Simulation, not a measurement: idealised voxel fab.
Proc. module: voxel wiring stack
Shown is cross-section cut, with a width of 245 nm and square cells of size 5 nm.
The cross-sections in this document take the form of a grid made of square cells. They are written out as bands, in order from top to bottom. Each band consists of one or more rows of cells.
First you get the band's top height and its bottom height, in nm, and then the materials it's made of, left to right, with each width in nm. If you see a single material with "all across", that one covers the band edge to edge. "empty" is empty space.
We count height from 0. Below that, the starting wafer is all one material. The lowest band never ends at the bottom but goes on down; see "0..down" for how that is written.
Graded width ("30 to 40"): value in top row of band = first number; value in bottom row = second number; row-to-row change constant.
Given "everything unchanged" for a step, no cell of the cross-section differs between before and after that step.
"Closed cavity list": empty spaces of 8 cells or more with no open way to the top, each given as width x height at distance, distance from the left edge, all in nm.
Formally, on a step line, whatever follows the settings is a remark that the simulator itself makes on the step.
"overlay nm" denotes, for a step that has a mask, the displacement of the mask to the right of its planned place, with negative values corresponding to the left.
## Set out below are the planned steps of the process
1) RECEIVE,material Si
2) CONFORMAL_DEP,material SiO2,thk nm 10
3) DIRECTIONAL_DEP,material TiN,thk nm 5
4) DIRECTIONAL_DEP,material Ru,thk nm 15
5) MASKED_ETCH,tone cover,mask id METAL_1,width nm 20,pitch nm 50,etch materials Ru,depth nm 15,overlay nm 0
6) MASKED_ETCH,tone cover,mask id METAL_1,width nm 20,pitch nm 50,etch materials TiN,depth nm 5,overlay nm 0
7) CONFORMAL_DEP,material SiN,thk nm 5
8) FILL_DEP,material SiO2,thk nm 5
9) CMP,height nm 30
10) CONFORMAL_DEP,material SiCN,thk nm 5
11) DIRECTIONAL_DEP,material lowk,thk nm 25
12) DIRECTIONAL_DEP,material aC,thk nm 10
13) PATTERN,tone open,mask id METAL_2_HOLES,material resist,width nm 15,pitch nm 100,thk nm 30,overlay nm 0
14) DIRECTIONAL_ETCH,etch materials aC,depth nm 10
15) STRIP,etch materials resist
16) DIRECTIONAL_ETCH,etch materials lowk,depth nm 25
17) STRIP,etch materials aC
18) PATTERN,tone open,mask id METAL_2,material resist,width nm 20,pitch nm 50,thk nm 15,overlay nm 0
19) DIRECTIONAL_ETCH,etch materials lowk,depth nm 15
20) DIRECTIONAL_ETCH,etch materials SiCN,depth nm 5
21) STRIP,etch materials resist
22) CONFORMAL_DEP,material TiN,thk nm 5
23) FILL_DEP,material Cu,thk nm 10
24) CMP,height nm 60
25) CONFORMAL_DEP,material SiCN,thk nm 5
## Concerning the first of two wafers, which was run in accordance with the plan
## This is the cross-section of the wafer as we received it, i.e. after step 1
    0..down  Si all across
    Closed cavity list: none
## Cross-sectional representation of the wafer at the conclusion of step 2
    10..0  SiO2 all across
    No changes below 0.
## Cross-sectional representation of the wafer at the conclusion of step 3
    15..10  TiN all across
    No changes below 10.
## Cross-sectional representation of the wafer at the conclusion of step 4
    30..15  Ru all across
    No changes below 15.
## Cross-sectional representation of the wafer at the conclusion of step 5
    30..15  35 of empty / 20 of Ru / 30 of empty / 20 of Ru / 30 of empty / 20 of Ru / 30 of empty / 20 of Ru / 40 of empty
    No changes below 15.
## Cross-sectional representation of the wafer at the conclusion of step 6
    30..15  35 of empty / 20 of Ru / 30 of empty / 20 of Ru / 30 of empty / 20 of Ru / 30 of empty / 20 of Ru / 40 of empty
    15..10  35 of empty / 20 of TiN / 30 of empty / 20 of TiN / 30 of empty / 20 of TiN / 30 of empty / 20 of TiN / 40 of empty
    No changes below 10.
## Cross-sectional representation of the wafer at the conclusion of step 7
    35..30  30 of empty / 30 of SiN / 20 of empty / 30 of SiN / 20 of empty / 30 of SiN / 20 of empty / 30 of SiN / 35 of empty
    30..15  30 of empty / 5 of SiN / 20 of Ru / 5 of SiN / 20 of empty / 5 of SiN / 20 of Ru / 5 of SiN / 20 of empty / 5 of SiN / 20 of Ru / 5 of SiN / 20 of empty / 5 of SiN / 20 of Ru / 5 of SiN / 35 of empty
    15..10  35 of SiN / 20 of TiN / 30 of SiN / 20 of TiN / 30 of SiN / 20 of TiN / 30 of SiN / 20 of TiN / 40 of SiN
    No changes below 10.
## Cross-sectional representation of the wafer at the conclusion of step 8
    40..35  SiO2 all across
    35..30  30 of SiO2 / 30 of SiN / 20 of SiO2 / 30 of SiN / 20 of SiO2 / 30 of SiN / 20 of SiO2 / 30 of SiN / 35 of SiO2
    30..15  30 of SiO2 / 5 of SiN / 20 of Ru / 5 of SiN / 20 of SiO2 / 5 of SiN / 20 of Ru / 5 of SiN / 20 of SiO2 / 5 of SiN / 20 of Ru / 5 of SiN / 20 of SiO2 / 5 of SiN / 20 of Ru / 5 of SiN / 35 of SiO2
    No changes below 15.
## Cross-sectional representation of the wafer at the conclusion of step 9
    30..15  30 of SiO2 / 5 of SiN / 20 of Ru / 5 of SiN / 20 of SiO2 / 5 of SiN / 20 of Ru / 5 of SiN / 20 of SiO2 / 5 of SiN / 20 of Ru / 5 of SiN / 20 of SiO2 / 5 of SiN / 20 of Ru / 5 of SiN / 35 of SiO2
    No changes below 15.
## Cross-sectional representation of the wafer at the conclusion of step 10
    35..30  SiCN all across
    No changes below 30.
## Cross-sectional representation of the wafer at the conclusion of step 11
    60..35  lowk all across
    No changes below 35.
## Cross-sectional representation of the wafer at the conclusion of step 12
    70..60  aC all across
    No changes below 60.
## Cross-sectional representation of the wafer at the conclusion of step 13
    100..70  35 of resist / 15 of empty / 85 of resist / 15 of empty / 95 of resist
    No changes below 70.
## Cross-sectional representation of the wafer at the conclusion of step 14
    90..70  35 of resist / 15 of empty / 85 of resist / 15 of empty / 95 of resist
    70..60  35 of aC / 15 of empty / 85 of aC / 15 of empty / 95 of aC
    No changes below 60.
## Cross-sectional representation of the wafer at the conclusion of step 15
    70..60  35 of aC / 15 of empty / 85 of aC / 15 of empty / 95 of aC
    No changes below 60.
## Cross-sectional representation of the wafer at the conclusion of step 16
    70..60  35 of aC / 15 of empty / 85 of aC / 15 of empty / 95 of aC
    60..35  35 of lowk / 15 of empty / 85 of lowk / 15 of empty / 95 of lowk
    No changes below 35.
## Cross-sectional representation of the wafer at the conclusion of step 17
    60..35  35 of lowk / 15 of empty / 85 of lowk / 15 of empty / 95 of lowk
    No changes below 35.
## Cross-sectional representation of the wafer at the conclusion of step 18
    75..60  35 of resist / 20 of empty / 30 of resist / 20 of empty / 30 of resist / 20 of empty / 30 of resist / 20 of empty / 40 of resist
    No changes below 60.
## Cross-sectional representation of the wafer at the conclusion of step 19
    75..60  35 of resist / 20 of empty / 30 of resist / 20 of empty / 30 of resist / 20 of empty / 30 of resist / 20 of empty / 40 of resist
    60..45  35 of lowk / 20 of empty / 30 of lowk / 20 of empty / 30 of lowk / 20 of empty / 30 of lowk / 20 of empty / 40 of lowk
    No changes below 45.
## Cross-sectional representation of the wafer at the conclusion of step 20
    75..60  35 of resist / 20 of empty / 30 of resist / 20 of empty / 30 of resist / 20 of empty / 30 of resist / 20 of empty / 40 of resist
    60..45  35 of lowk / 20 of empty / 30 of lowk / 20 of empty / 30 of lowk / 20 of empty / 30 of lowk / 20 of empty / 40 of lowk
    45..35  35 of lowk / 15 of empty / 85 of lowk / 15 of empty / 95 of lowk
    35..30  35 of SiCN / 15 of empty / 85 of SiCN / 15 of empty / 95 of SiCN
    No changes below 30.
## Cross-sectional representation of the wafer at the conclusion of step 21
    60..45  35 of lowk / 20 of empty / 30 of lowk / 20 of empty / 30 of lowk / 20 of empty / 30 of lowk / 20 of empty / 40 of lowk
    No changes below 45.
## Cross-sectional representation of the wafer at the conclusion of step 22
    65..60  40 of TiN / 10 of empty / 40 of TiN / 10 of empty / 40 of TiN / 10 of empty / 40 of TiN / 10 of empty / 45 of TiN
    60..50  35 of lowk / 5 of TiN / 10 of empty / 5 of TiN / 30 of lowk / 5 of TiN / 10 of empty / 5 of TiN / 30 of lowk / 5 of TiN / 10 of empty / 5 of TiN / 30 of lowk / 5 of TiN / 10 of empty / 5 of TiN / 40 of lowk
    50..45  35 of lowk / 5 of TiN / 5 of empty / 10 of TiN / 30 of lowk / 20 of TiN / 30 of lowk / 5 of TiN / 5 of empty / 10 of TiN / 30 of lowk / 20 of TiN / 40 of lowk
    45..35  35 of lowk / 5 of TiN / 5 of empty / 5 of TiN / 85 of lowk / 5 of TiN / 5 of empty / 5 of TiN / 95 of lowk
    35..30  35 of SiCN / 15 of TiN / 85 of SiCN / 15 of TiN / 95 of SiCN
    No changes below 30.
## Cross-sectional representation of the wafer at the conclusion of step 23
    75..65  Cu all across
    65..60  40 of TiN / 10 of Cu / 40 of TiN / 10 of Cu / 40 of TiN / 10 of Cu / 40 of TiN / 10 of Cu / 45 of TiN
    60..50  35 of lowk / 5 of TiN / 10 of Cu / 5 of TiN / 30 of lowk / 5 of TiN / 10 of Cu / 5 of TiN / 30 of lowk / 5 of TiN / 10 of Cu / 5 of TiN / 30 of lowk / 5 of TiN / 10 of Cu / 5 of TiN / 40 of lowk
    50..45  35 of lowk / 5 of TiN / 5 of Cu / 10 of TiN / 30 of lowk / 20 of TiN / 30 of lowk / 5 of TiN / 5 of Cu / 10 of TiN / 30 of lowk / 20 of TiN / 40 of lowk
    45..35  35 of lowk / 5 of TiN / 5 of Cu / 5 of TiN / 85 of lowk / 5 of TiN / 5 of Cu / 5 of TiN / 95 of lowk
    No changes below 35.
## Cross-sectional representation of the wafer at the conclusion of step 24
    60..50  35 of lowk / 5 of TiN / 10 of Cu / 5 of TiN / 30 of lowk / 5 of TiN / 10 of Cu / 5 of TiN / 30 of lowk / 5 of TiN / 10 of Cu / 5 of TiN / 30 of lowk / 5 of TiN / 10 of Cu / 5 of TiN / 40 of lowk
    No changes below 50.
## Cross-sectional representation of the wafer at the conclusion of step 25
    65..60  SiCN all across
    No changes below 60.
## Wafer two. Identical start, identical plan. One mistake in execution. Identical history through step 12
## Look at the second wafer in cross-section at the time step 13 ought to have finished
    100..70  30 of resist / 15 of empty / 85 of resist / 15 of empty / 100 of resist
    No changes below 70.
## Look at the second wafer in cross-section at the time step 14 ought to have finished
    90..70  30 of resist / 15 of empty / 85 of resist / 15 of empty / 100 of resist
    70..60  30 of aC / 15 of empty / 85 of aC / 15 of empty / 100 of aC
    No changes below 60.
## Look at the second wafer in cross-section at the time step 15 ought to have finished
    70..60  30 of aC / 15 of empty / 85 of aC / 15 of empty / 100 of aC
    No changes below 60.
## Look at the second wafer in cross-section at the time step 16 ought to have finished
    70..60  30 of aC / 15 of empty / 85 of aC / 15 of empty / 100 of aC
    60..35  30 of lowk / 15 of empty / 85 of lowk / 15 of empty / 100 of lowk
    No changes below 35.
## Look at the second wafer in cross-section at the time step 17 ought to have finished
    60..35  30 of lowk / 15 of empty / 85 of lowk / 15 of empty / 100 of lowk
    No changes below 35.
## Look at the second wafer in cross-section at the time step 18 ought to have finished
    75..60  35 of resist / 20 of empty / 30 of resist / 20 of empty / 30 of resist / 20 of empty / 30 of resist / 20 of empty / 40 of resist
    60..35  30 of lowk / 5 of resist / 10 of empty / 85 of lowk / 5 of resist / 10 of empty / 100 of lowk
    No changes below 35.
## Look at the second wafer in cross-section at the time step 19 ought to have finished
    75..60  35 of resist / 20 of empty / 30 of resist / 20 of empty / 30 of resist / 20 of empty / 30 of resist / 20 of empty / 40 of resist
    60..45  30 of lowk / 5 of resist / 20 of empty / 30 of lowk / 20 of empty / 25 of lowk / 5 of resist / 20 of empty / 30 of lowk / 20 of empty / 40 of lowk
    No changes below 45.
## Look at the second wafer in cross-section at the time step 20 ought to have finished
    75..60  35 of resist / 20 of empty / 30 of resist / 20 of empty / 30 of resist / 20 of empty / 30 of resist / 20 of empty / 40 of resist
    60..45  30 of lowk / 5 of resist / 20 of empty / 30 of lowk / 20 of empty / 25 of lowk / 5 of resist / 20 of empty / 30 of lowk / 20 of empty / 40 of lowk
    45..35  30 of lowk / 5 of resist / 10 of empty / 85 of lowk / 5 of resist / 10 of empty / 100 of lowk
    35..30  35 of SiCN / 10 of empty / 90 of SiCN / 10 of empty / 100 of SiCN
    No changes below 30.
## Look at the second wafer in cross-section at the time step 21 ought to have finished
    60..45  30 of lowk / 25 of empty / 30 of lowk / 20 of empty / 25 of lowk / 25 of empty / 30 of lowk / 20 of empty / 40 of lowk
    45..35  30 of lowk / 15 of empty / 85 of lowk / 15 of empty / 100 of lowk
    No changes below 35.
## Look at the second wafer in cross-section at the time step 22 ought to have finished
    65..60  35 of TiN / 15 of empty / 40 of TiN / 10 of empty / 35 of TiN / 15 of empty / 40 of TiN / 10 of empty / 45 of TiN
    60..50  30 of lowk / 5 of TiN / 15 of empty / 5 of TiN / 30 of lowk / 5 of TiN / 10 of empty / 5 of TiN / 25 of lowk / 5 of TiN / 15 of empty / 5 of TiN / 30 of lowk / 5 of TiN / 10 of empty / 5 of TiN / 40 of lowk
    50..45  30 of lowk / 5 of TiN / 5 of empty / 15 of TiN / 30 of lowk / 20 of TiN / 25 of lowk / 5 of TiN / 5 of empty / 15 of TiN / 30 of lowk / 20 of TiN / 40 of lowk
    45..40  30 of lowk / 5 of TiN / 5 of empty / 5 of TiN / 85 of lowk / 5 of TiN / 5 of empty / 5 of TiN / 100 of lowk
    40..35  30 of lowk / 15 of TiN / 85 of lowk / 15 of TiN / 100 of lowk
    35..30  35 of SiCN / 10 of TiN / 90 of SiCN / 10 of TiN / 100 of SiCN
    No changes below 30.
## Look at the second wafer in cross-section at the time step 23 ought to have finished
    75..65  Cu all across
    65..60  35 of TiN / 15 of Cu / 40 of TiN / 10 of Cu / 35 of TiN / 15 of Cu / 40 of TiN / 10 of Cu / 45 of TiN
    60..50  30 of lowk / 5 of TiN / 15 of Cu / 5 of TiN / 30 of lowk / 5 of TiN / 10 of Cu / 5 of TiN / 25 of lowk / 5 of TiN / 15 of Cu / 5 of TiN / 30 of lowk / 5 of TiN / 10 of Cu / 5 of TiN / 40 of lowk
    50..45  30 of lowk / 5 of TiN / 5 of Cu / 15 of TiN / 30 of lowk / 20 of TiN / 25 of lowk / 5 of TiN / 5 of Cu / 15 of TiN / 30 of lowk / 20 of TiN / 40 of lowk
    45..40  30 of lowk / 5 of TiN / 5 of Cu / 5 of TiN / 85 of lowk / 5 of TiN / 5 of Cu / 5 of TiN / 100 of lowk
    No changes below 40.
## Look at the second wafer in cross-section at the time step 24 ought to have finished
    60..50  30 of lowk / 5 of TiN / 15 of Cu / 5 of TiN / 30 of lowk / 5 of TiN / 10 of Cu / 5 of TiN / 25 of lowk / 5 of TiN / 15 of Cu / 5 of TiN / 30 of lowk / 5 of TiN / 10 of Cu / 5 of TiN / 40 of lowk
    No changes below 50.
## Look at the second wafer in cross-section at the time step 25 ought to have finished
    65..60  SiCN all across
    No changes below 60.
Misprocessing identified: step 13 ran differently from the plan; actual operation with settings: PATTERN,tone open,mask id METAL_2_HOLES,material resist,width nm 15,pitch nm 100,thk nm 30,overlay nm -5
End check, counted in cells, second wafer has more or fewer of these materials than the first: +2 Cu; +2 SiCN; +2 TiN; -6 lowk
